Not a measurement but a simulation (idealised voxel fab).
Module name: voxel ribs on slabs (process module)
Cross-section cut spans 230 nm and uses square cells 5 nm in size.
Cross-sections here: square-cell grids, written as top-down lists of bands, a band being one or more rows of cells. In this notation a band is specified by the heights of its top and bottom, in that order and in nm, after which its materials appear from left to right, each paired with its width in nm. The word "all across" attached to a single material means that material fills the band from edge to edge; the word "air" stands for empty space. Heights are expressed relative to 0, this being the level below which the as-received wafer comprises one material exclusively. The lowest band is unbounded in the downward direction and is denoted as in "0 -> down". It should be noted that a width expressed as "30..40" varies in equal increments from row to row of cells within the band, taking the value of the first number at the top row and that of the second number at the bottom row. "no alteration" means the step left every cell of the cross-section as it was. "Entrapped voids" specifies each empty space that is not open to the top and that occupies no fewer than 8 cells, using the form width x height at distance, the distance measured from the left edge and all three quantities in nm. Formally, on a step line, whatever follows the settings is a remark that the simulator itself makes on the step. overlay nm: mask right of planned place by this much (step with mask). Neg. = left.

### The process steps that were planned are listed below
1: RECEIVE, material Si
2: DIRECTIONAL_DEP, material SiO2, thk nm 25
3: DIRECTIONAL_DEP, material polySi, thk nm 20
4: PATTERN, tone cover, mask id RIB, material resist, width nm 15, thk nm 15, overlay nm 0
5: DIRECTIONAL_ETCH, etch materials polySi, depth nm 15
6: STRIP, etch materials resist
7: DIRECTIONAL_DEP, material aC, thk nm 15
8: PATTERN, tone cover, mask id SLAB, material resist, width nm 65, thk nm 35, overlay nm 0
9: DIRECTIONAL_ETCH, etch materials aC, depth nm 15
10: STRIP, etch materials resist
11: DIRECTIONAL_ETCH, etch materials polySi, depth nm 5
12: STRIP, etch materials aC
13: FILL_DEP, material SiO2, thk nm 20
14: CMP, height nm 60
15: DIRECTIONAL_DEP, material TiN, thk nm 10
16: DIRECTIONAL_DEP, material aC, thk nm 15
17: PATTERN, tone cover, mask id HEATER, material resist, width nm 25, thk nm 30, overlay nm 0
18: DIRECTIONAL_ETCH, etch materials aC, depth nm 15
19: STRIP, etch materials resist
20: DIRECTIONAL_ETCH, etch materials TiN, depth nm 10
21: STRIP, etch materials aC
22: CONFORMAL_DEP, material SiO2, thk nm 10

### So this is the incoming wafer in cross-section - it's already been through step 1
  0 -> down = Si all across
  Entrapped voids: none

### The module was run from the start shown above using the plan shown above, but one mistake was made doing it; the resulting wafer cross-section is below
  80 -> 70 = 90 air, 45 SiO2, 95 air
  70 -> 60 = 100 SiO2, 25 TiN, 105 SiO2
  60 -> 0 = SiO2 all across
  0 -> down = Si all across
  Entrapped voids: none
Heads up, the wafer didn't run the way we planned it: step 3 did not happen as planned, as run it was DIRECTIONAL_DEP, material SiO2, thk nm 20
